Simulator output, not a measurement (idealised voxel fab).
The process module that follows is named voxel air gaps.
cross-section cut | 175 nm wide | cells 5 nm
Notation: cross-section as square-cell grid; stated in bands, top first, going down; one or more cell rows per band. Heads up on the band format: heights come first, top then bottom, in nm. After that it's the materials left to right, each with its width in nm. A single material flagged "everywhere" fills the whole band edge to edge, and "empty" means there's empty space there. Counting heights begins at 0, where everything beneath is, in the wafer as received, one material. The lowest band has no bottom; it goes on downwards, as "0 nm and below" shows. A width given as "30->40" starts at the first number in the band's top row and ends at the second number in its bottom row, shifting by an equal amount at every step from row to row. "no alteration" for a step: no cell of the cross-section changed in that step. The list in "closed voids" covers empty spaces of 8 cells or more that cannot reach the top through any open way, and it gives each as width x height at distance; the distance is from the left edge, and width, height and distance are in nm. Where a step's line continues beyond its settings, the continuation is a remark by the simulator itself on that step. "overlay nm" answers the question of how far to the right of plan the mask lay on a step that has a mask, and when it is negative the answer is to the left.

PROCESS STEPS FORESEEN IN THE PLAN
1: op RECEIVE | material Si
2: op CONFORMAL_DEP | material SiO2 | thk nm 10
3: op CONFORMAL_DEP | material SiN | thk nm 5
4: op DIRECTIONAL_DEP | material SiO2 | thk nm 35
5: op DIRECTIONAL_DEP | material aC | thk nm 15
6: op PATTERN | tone open | mask id LINES | material resist | width nm 25 | pitch nm 50 | thk nm 30 | overlay nm 0
7: op DIRECTIONAL_ETCH | etch materials aC | depth nm 15
8: op STRIP | etch materials resist
9: op DIRECTIONAL_ETCH | etch materials SiO2 | depth nm 35
10: op STRIP | etch materials aC
11: op CONFORMAL_DEP | material TiN | thk nm 5
12: op FILL_DEP | material Cu | thk nm 5
13: op CMP | height nm 50
14: op EPI | material Ru | thk nm 10
15: op SELECTIVE_ETCH | etch materials SiO2 | depth nm 45
16: op CONFORMAL_DEP | material SiN | thk nm 5

FIRST WAFER OUT OF TWO, PROCESSED AS PLANNED

INCOMING WAFER IN CROSS-SECTION (STATE: AFTER STEP 1)
* 0 nm and below  Si everywhere
* closed voids: none

CROSS-SECTION OF THE WAFER AFTER STEP 2
* 10 nm to 0 nm  SiO2 everywhere
* All layers under 0 are left as they were.

CROSS-SECTION OF THE WAFER AFTER STEP 3
* 15 nm to 10 nm  SiN everywhere
* All layers under 10 are left as they were.

CROSS-SECTION OF THE WAFER AFTER STEP 4
* 50 nm to 15 nm  SiO2 everywhere
* All layers under 15 are left as they were.

CROSS-SECTION OF THE WAFER AFTER STEP 5
* 65 nm to 50 nm  aC everywhere
* All layers under 50 are left as they were.

CROSS-SECTION OF THE WAFER AFTER STEP 6
* 95 nm to 65 nm  resist 25 / empty 25 / resist 25 / empty 25 / resist 25 / empty 25 / resist 25
* All layers under 65 are left as they were.

CROSS-SECTION OF THE WAFER AFTER STEP 7
* 80 nm to 65 nm  resist 25 / empty 25 / resist 25 / empty 25 / resist 25 / empty 25 / resist 25
* 65 nm to 50 nm  aC 25 / empty 25 / aC 25 / empty 25 / aC 25 / empty 25 / aC 25
* All layers under 50 are left as they were.

CROSS-SECTION OF THE WAFER AFTER STEP 8
* 65 nm to 50 nm  aC 25 / empty 25 / aC 25 / empty 25 / aC 25 / empty 25 / aC 25
* All layers under 50 are left as they were.

CROSS-SECTION OF THE WAFER AFTER STEP 9
* 65 nm to 50 nm  aC 25 / empty 25 / aC 25 / empty 25 / aC 25 / empty 25 / aC 25
* 50 nm to 15 nm  SiO2 25 / empty 25 / SiO2 25 / empty 25 / SiO2 25 / empty 25 / SiO2 25
* All layers under 15 are left as they were.

CROSS-SECTION OF THE WAFER AFTER STEP 10
* 50 nm to 15 nm  SiO2 25 / empty 25 / SiO2 25 / empty 25 / SiO2 25 / empty 25 / SiO2 25
* All layers under 15 are left as they were.

CROSS-SECTION OF THE WAFER AFTER STEP 11
* 55 nm to 50 nm  TiN 30 / empty 15 / TiN 35 / empty 15 / TiN 35 / empty 15 / TiN 30
* 50 nm to 20 nm  SiO2 25 / TiN 5 / empty 15 / TiN 5 / SiO2 25 / TiN 5 / empty 15 / TiN 5 / SiO2 25 / TiN 5 / empty 15 / TiN 5 / SiO2 25
* 20 nm to 15 nm  SiO2 25 / TiN 25 / SiO2 25 / TiN 25 / SiO2 25 / TiN 25 / SiO2 25
* All layers under 15 are left as they were.

CROSS-SECTION OF THE WAFER AFTER STEP 12
* 60 nm to 55 nm  Cu everywhere
* 55 nm to 50 nm  TiN 30 / Cu 15 / TiN 35 / Cu 15 / TiN 35 / Cu 15 / TiN 30
* 50 nm to 20 nm  SiO2 25 / TiN 5 / Cu 15 / TiN 5 / SiO2 25 / TiN 5 / Cu 15 / TiN 5 / SiO2 25 / TiN 5 / Cu 15 / TiN 5 / SiO2 25
* All layers under 20 are left as they were.

CROSS-SECTION OF THE WAFER AFTER STEP 13
* 50 nm to 20 nm  SiO2 25 / TiN 5 / Cu 15 / TiN 5 / SiO2 25 / TiN 5 / Cu 15 / TiN 5 / SiO2 25 / TiN 5 / Cu 15 / TiN 5 / SiO2 25
* All layers under 20 are left as they were.

CROSS-SECTION OF THE WAFER AFTER STEP 14
* 60 nm to 50 nm  empty 15 / Ru 45 / empty 5 / Ru 45 / empty 5 / Ru 45 / empty 15
* All layers under 50 are left as they were.

CROSS-SECTION OF THE WAFER AFTER STEP 15
* 60 nm to 50 nm  empty 15 / Ru 45 / empty 5 / Ru 45 / empty 5 / Ru 45 / empty 15
* 50 nm to 20 nm  empty 25 / TiN 5 / Cu 15 / TiN 5 / empty 25 / TiN 5 / Cu 15 / TiN 5 / empty 25 / TiN 5 / Cu 15 / TiN 5 / empty 25
* 20 nm to 15 nm  empty 25 / TiN 25 / empty 25 / TiN 25 / empty 25 / TiN 25 / empty 25
* All layers under 15 are left as they were.

CROSS-SECTION OF THE WAFER AFTER STEP 16
* 65 nm to 60 nm  empty 10 / SiN 155 / empty 10
* 60 nm to 50 nm  empty 10 / SiN 5 / Ru 45 / SiN 5 / Ru 45 / SiN 5 / Ru 45 / SiN 5 / empty 10
* 50 nm to 45 nm  empty 10 / SiN 15 / TiN 5 / Cu 15 / TiN 5 / SiN 25 / TiN 5 / Cu 15 / TiN 5 / SiN 25 / TiN 5 / Cu 15 / TiN 5 / SiN 15 / empty 10
* 45 nm to 20 nm  empty 20 / SiN 5 / TiN 5 / Cu 15 / TiN 5 / SiN 5 / empty 15 / SiN 5 / TiN 5 / Cu 15 / TiN 5 / SiN 5 / empty 15 / SiN 5 / TiN 5 / Cu 15 / TiN 5 / SiN 5 / empty 20
* 20 nm to 15 nm  SiN 25 / TiN 25 / SiN 25 / TiN 25 / SiN 25 / TiN 25 / SiN 25
* All layers under 15 are left as they were.
* closed voids: 15 x 25 at 55; 15 x 25 at 105

HERE THE SECOND WAFER IS DESCRIBED. ITS START AND ITS PLAN WERE THOSE OF THE FIRST WAFER. ITS RUN CONTAINED ONE MISTAKE. UP TO AND INCLUDING STEP 13, IT DID EXACTLY WHAT THE FIRST WAFER DID

X-SECTION, SECOND WAFER, WHEN STEP 14 WAS DUE TO FINISH
* 50 nm to 20 nm  empty 25 / TiN 5 / Cu 15 / TiN 5 / empty 25 / TiN 5 / Cu 15 / TiN 5 / empty 25 / TiN 5 / Cu 15 / TiN 5 / empty 25
* 20 nm to 15 nm  empty 25 / TiN 25 / empty 25 / TiN 25 / empty 25 / TiN 25 / empty 25
* All layers under 15 are left as they were.

X-SECTION, SECOND WAFER, WHEN STEP 15 WAS DUE TO FINISH
* 60 nm to 50 nm  empty 15 / Ru 45 / empty 5 / Ru 45 / empty 5 / Ru 45 / empty 15
* 50 nm to 20 nm  empty 15 / Ru 10 / TiN 5 / Cu 15 / TiN 5 / Ru 10 / empty 5 / Ru 10 / TiN 5 / Cu 15 / TiN 5 / Ru 10 / empty 5 / Ru 10 / TiN 5 / Cu 15 / TiN 5 / Ru 10 / empty 15
* 20 nm to 15 nm  empty 15 / Ru 10 / TiN 25 / Ru 10 / empty 5 / Ru 10 / TiN 25 / Ru 10 / empty 5 / Ru 10 / TiN 25 / Ru 10 / empty 15
* All layers under 15 are left as they were.

X-SECTION, SECOND WAFER, WHEN STEP 16 WAS DUE TO FINISH
* 65 nm to 60 nm  empty 10 / SiN 155 / empty 10
* 60 nm to 50 nm  empty 10 / SiN 5 / Ru 45 / SiN 5 / Ru 45 / SiN 5 / Ru 45 / SiN 5 / empty 10
* 50 nm to 20 nm  empty 10 / SiN 5 / Ru 10 / TiN 5 / Cu 15 / TiN 5 / Ru 10 / SiN 5 / Ru 10 / TiN 5 / Cu 15 / TiN 5 / Ru 10 / SiN 5 / Ru 10 / TiN 5 / Cu 15 / TiN 5 / Ru 10 / SiN 5 / empty 10
* 20 nm to 15 nm  SiN 15 / Ru 10 / TiN 25 / Ru 10 / SiN 5 / Ru 10 / TiN 25 / Ru 10 / SiN 5 / Ru 10 / TiN 25 / Ru 10 / SiN 15
* All layers under 15 are left as they were.
Run error: plan steps 14 and 15 run swapped
FYI, end of process, the second wafer has more or fewer cells of some materials than the first: 84 more of Ru | 34 fewer of SiN
In the final state there are 2 closed voids in the first wafer, compared with 0 in the second wafer.
